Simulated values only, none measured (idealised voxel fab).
The document below concerns the process module designated voxel quadruple lines.
Displayed cross-section: cut, width of 190 nm, square cells sized 5 nm.
This document writes a cross-section as a grid whose cells are square, and gives it as bands, listed from the top down; one or more rows of cells form a band.
Look at the band entry: it leads with the top's height and the bottom's height in nm. Then it lists the materials left to right, with a width in nm for each. The word "full width" on a single material says that material fills the band edge to edge. The word "blank" is empty space.
Heights are measured from 0, the level below which the as-received wafer is all one material; the lowest band has no bottom and continues downward, written as in "top 0, no bottom".
Per-row width for "30..40": begins at first number (top row of band), ends at second number (bottom row), increment between rows held constant.
You'll sometimes find "remained unchanged" written for a step, and that's the way of saying that nowhere in the cross-section did a cell change during that step.
Entry "Unvented voids" = empty spaces >= 8 cells with no open way to the top; each as width x height at distance, distance from left edge, all nm.
What comes after the settings on a step's line is commentary from the simulator itself on that step.
overlay nm, on a step with a mask: how far to the right of its planned place the mask lay; to the left if negative

These are the steps we planned for the process:
1: RECEIVE [material Si]
2: CONFORMAL_DEP [material SiO2] [thk nm 5]
3: DIRECTIONAL_DEP [material Ru] [thk nm 10]
4: DIRECTIONAL_DEP [material polySi] [thk nm 15]
5: DIRECTIONAL_DEP [material aC] [thk nm 25]
6: PATTERN [tone cover] [mask id MANDREL] [material resist] [width nm 30] [thk nm 30] [overlay nm 0]
7: DIRECTIONAL_ETCH [etch materials aC] [depth nm 25]
8: STRIP [etch materials resist]
9: CONFORMAL_DEP [material SiO2] [thk nm 10]
10: DIRECTIONAL_ETCH [etch materials SiO2] [depth nm 10]
11: STRIP [etch materials aC]
12: DIRECTIONAL_ETCH [etch materials polySi] [depth nm 15]
13: STRIP [etch materials SiO2]
14: CONFORMAL_DEP [material SiCN] [thk nm 10]
15: DIRECTIONAL_ETCH [etch materials SiCN] [depth nm 10]
16: STRIP [etch materials polySi]
17: DIRECTIONAL_ETCH [etch materials Ru] [depth nm 10]
18: STRIP [etch materials SiCN]

Concerning the first of two wafers, which was run in accordance with the plan:

as received, after step 1:
- top 0, no bottom: Si full width
- Unvented voids: none

Once step 2 is through, the wafer looks like this in cross-section:
- top 5, bottom 0: SiO2 full width
- Below 0, the layers are the same as they were.

Once step 3 is through, the wafer looks like this in cross-section:
- top 15, bottom 5: Ru full width
- Below 5, the layers are the same as they were.

Once step 4 is through, the wafer looks like this in cross-section:
- top 30, bottom 15: polySi full width
- Below 15, the layers are the same as they were.

Once step 5 is through, the wafer looks like this in cross-section:
- top 55, bottom 30: aC full width
- Below 30, the layers are the same as they were.

Once step 6 is through, the wafer looks like this in cross-section:
- top 85, bottom 55: blank 80  resist 30  blank 80
- Below 55, the layers are the same as they were.

Once step 7 is through, the wafer looks like this in cross-section:
- top 60, bottom 55: blank 80  resist 30  blank 80
- top 55, bottom 30: blank 80  aC 30  blank 80
- Below 30, the layers are the same as they were.

Once step 8 is through, the wafer looks like this in cross-section:
- top 55, bottom 30: blank 80  aC 30  blank 80
- Below 30, the layers are the same as they were.

Once step 9 is through, the wafer looks like this in cross-section:
- top 65, bottom 55: blank 70  SiO2 50  blank 70
- top 55, bottom 40: blank 70  SiO2 10  aC 30  SiO2 10  blank 70
- top 40, bottom 30: SiO2 80  aC 30  SiO2 80
- Below 30, the layers are the same as they were.

Once step 10 is through, the wafer looks like this in cross-section:
- top 55, bottom 30: blank 70  SiO2 10  aC 30  SiO2 10  blank 70
- Below 30, the layers are the same as they were.

Once step 11 is through, the wafer looks like this in cross-section:
- top 55, bottom 30: blank 70  SiO2 10  blank 30  SiO2 10  blank 70
- Below 30, the layers are the same as they were.

Once step 12 is through, the wafer looks like this in cross-section:
- top 55, bottom 30: blank 70  SiO2 10  blank 30  SiO2 10  blank 70
- top 30, bottom 15: blank 70  polySi 10  blank 30  polySi 10  blank 70
- Below 15, the layers are the same as they were.

Once step 13 is through, the wafer looks like this in cross-section:
- top 30, bottom 15: blank 70  polySi 10  blank 30  polySi 10  blank 70
- Below 15, the layers are the same as they were.

Once step 14 is through, the wafer looks like this in cross-section:
- top 40, bottom 30: blank 60  SiCN 30  blank 10  SiCN 30  blank 60
- top 30, bottom 25: blank 60  SiCN 10  polySi 10  SiCN 10  blank 10  SiCN 10  polySi 10  SiCN 10  blank 60
- top 25, bottom 15: SiCN 70  polySi 10  SiCN 30  polySi 10  SiCN 70
- Below 15, the layers are the same as they were.

Once step 15 is through, the wafer looks like this in cross-section:
- top 30, bottom 15: blank 60  SiCN 10  polySi 10  SiCN 10  blank 10  SiCN 10  polySi 10  SiCN 10  blank 60
- Below 15, the layers are the same as they were.

Once step 16 is through, the wafer looks like this in cross-section:
- top 30, bottom 15: blank 60  SiCN 10  blank 10  SiCN 10  blank 10  SiCN 10  blank 10  SiCN 10  blank 60
- Below 15, the layers are the same as they were.

Once step 17 is through, the wafer looks like this in cross-section:
- top 30, bottom 15: blank 60  SiCN 10  blank 10  SiCN 10  blank 10  SiCN 10  blank 10  SiCN 10  blank 60
- top 15, bottom 5: blank 60  Ru 10  blank 10  Ru 10  blank 10  Ru 10  blank 10  Ru 10  blank 60
- Below 5, the layers are the same as they were.

Once step 18 is through, the wafer looks like this in cross-section:
- top 15, bottom 5: blank 60  Ru 10  blank 10  Ru 10  blank 10  Ru 10  blank 10  Ru 10  blank 60
- Below 5, the layers are the same as they were.

Okay, second wafer. Nothing different at the start, nothing different in the plan, just one mistake somewhere in the running. As far as step 16, counting that step, it's the first wafer all over again:

The second wafer in cross-section, at the planned close of step 17:
- top 30, bottom 15: blank 60  SiCN 10  blank 10  SiCN 10  blank 10  SiCN 10  blank 10  SiCN 10  blank 60
- top 15, bottom 10: blank 60  Ru 10  blank 10  Ru 10  blank 10  Ru 10  blank 10  Ru 10  blank 60
- Below 10, the layers are the same as they were.

The second wafer in cross-section, at the planned close of step 18:
- top 15, bottom 10: blank 60  Ru 10  blank 10  Ru 10  blank 10  Ru 10  blank 10  Ru 10  blank 60
- Below 10, the layers are the same as they were.
What was the processing mistake? step 17 was processed under conditions differing from the plan, specifically as DIRECTIONAL_ETCH [etch materials Ru] [depth nm 5]
Final cells, second wafer relative to first, materials higher or lower: 30 more of Ru
